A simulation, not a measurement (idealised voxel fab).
Herein follows the process module entitled voxel tone inversion.
Square cell edge 5 nm, section width 210 nm, ID cut.
For the purposes of this document, a cross-section shall be understood as a grid of square cells, specified as bands listed in top-to-bottom order, each band consisting of one or more rows of cells. A band entry consists of two parts. The first gives the height of the band's top and the height of its bottom, in nm. The rest lists the band's materials from left to right, each with its width in nm. A single material labelled with the word "throughout" fills the band from edge to edge, and the word "air" marks empty space. Beneath 0, the wafer as received is one material, and that level is where height counting begins. The lowest band goes on downward without a bottom; it is written like "z 0 and below". It should be noted that a width expressed as "30->40" varies in equal increments from row to row of cells within the band, taking the value of the first number at the top row and that of the second number at the bottom row. Take "everything unchanged" at face value: in the step it is given for, the cross-section changed in none of its cells. The label "Encapsulated voids" introduces a list of the empty spaces, 8 cells or larger, that have no open way up to the top; each entry in it reads width x height at distance, where the distance is taken from the left edge and all three are stated in nm. Post-settings text on a step line: simulator's own remark regarding the step. The line of a step may include "overlay nm". On a step with a mask, this value is how far to the right of its planned place the mask lay. A negative value means the mask lay to the left.

# Set out below are the planned steps of the process
step 1: op RECEIVE | material Si
step 2: op CONFORMAL_DEP | material SiCN | thk nm 5
step 3: op DIRECTIONAL_DEP | material aC | thk nm 20
step 4: op PATTERN | tone cover | mask id POSTS | material resist | width nm 15 | pitch nm 45 | thk nm 30 | overlay nm 0
step 5: op DIRECTIONAL_ETCH | etch materials aC | depth nm 20
step 6: op STRIP | etch materials resist
step 7: op FILL_DEP | material SiO2 | thk nm 5
step 8: op CMP | height nm 25
step 9: op STRIP | etch materials aC

# Cross-section of the wafer as it came to us, i.e., already through step 1
z 0 and below | Si throughout
Encapsulated voids: none

# first wafer at the end, as planned
z 25 to 5 | SiO2: 75, air: 15, SiO2: 30, air: 15, SiO2: 75
z 5 to 0 | SiCN throughout
z 0 and below | Si throughout
Encapsulated voids: none

# Cross-sectional view: second of two wafers, end of module; start and plan identical to the first, one mistake in running
z 25 to 20 | SiO2 throughout
z 20 to 0 | SiO2: 75, aC: 15, SiO2: 30, aC: 15, SiO2: 75
z 0 and below | Si throughout
Encapsulated voids: none
It is concluded that the wafer was processed incorrectly with respect to the plan, in that yeah, step 2 of the plan got skipped, never ran
The second wafer ends with more or fewer cells of some materials than the first, per final count: -42 SiCN | +42 SiO2 | +24 aC
